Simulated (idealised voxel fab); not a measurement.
A process module follows: voxel fin reveal.
The cross-section on display is named cut; it measures 210 nm wide, and its cells are 5 nm squares.
We lay out every cross-section as a grid of square cells and spell it out in bands from the top down, where one band means one or more rows of cells.
Within each band entry, the heights of the top and of the bottom of the band appear first, in that order and in nm; the materials of the band then follow from left to right, each with its corresponding width in nm. The designation "throughout" on a single material indicates that it fills the band from edge to edge; the designation "empty" indicates empty space.
Heights from 0 (as-received wafer is one material below). Bottom band endless downward, as "from 0 down".
Top row gets the first number, bottom row gets the second, and each row in between changes by the same step: that is how a band width like "30->40" works.
Given "nothing altered" for a step, no cell of the cross-section differs between before and after that step.
"Internal closed voids" means: voids of 8 cells or more that are shut off from the top with no open way through. Written width x height at distance, distance from the left edge, in nm.
What comes after the settings on a step's line is commentary from the simulator itself on that step.
When a step includes a mask, the "overlay nm" setting on its line states how far to the right of its planned place that mask lay, and negative values state how far to the left.

Set out below are the planned steps of the process:
1) RECEIVE | material Si
2) CONFORMAL_DEP | material SiN | thk nm 10
3) MASKED_ETCH | tone cover | mask id FINS | width nm 15 | pitch nm 40 | etch materials SiN | depth nm 10 | overlay nm 0
4) MASKED_ETCH | tone cover | mask id FINS | width nm 15 | pitch nm 40 | etch materials Si | depth nm 40 | overlay nm 0
5) FILL_DEP | material SiO2 | thk nm 10
6) CMP | height nm 10
7) SELECTIVE_ETCH | etch materials SiO2 | depth nm 35
8) STRIP | etch materials SiN
What sets these wafers apart? The width nm at step 3. They all start alike, and the plan carries the first wafer's value.

The first of several wafers as received, shown in cross-section; this is its state after step 1:
> from 0 down  Si throughout
> Internal closed voids: none

Shown in cross-section: the first of several wafers at the end of the module, after its last step, step 8:
> from 0 to -25  75 empty / 15 Si / 25 empty / 15 Si / 80 empty
> from -25 to -40  75 SiO2 / 15 Si / 25 SiO2 / 15 Si / 80 SiO2
> from -40 down  Si throughout
> Internal closed voids: none

The module's end: a cross-section of the last wafer:
> from 0 to -25  70 empty / 25 Si / 15 empty / 25 Si / 75 empty
> from -25 to -40  70 SiO2 / 25 Si / 15 SiO2 / 25 Si / 75 SiO2
> from -40 down  Si throughout
> Internal closed voids: none

Below is a per-wafer table. In it, each row describes the wafer at the end of the module by giving, for each material, the number of cells gained (+) or lost (-) since the wafer was received, and after that the closed voids of the wafer:
width nm 15, -288 Si, +108 SiO2, Internal closed voids: none
width nm 20, -272 Si, +102 SiO2, Internal closed voids: none
width nm 25, -256 Si, +96 SiO2, Internal closed voids: none
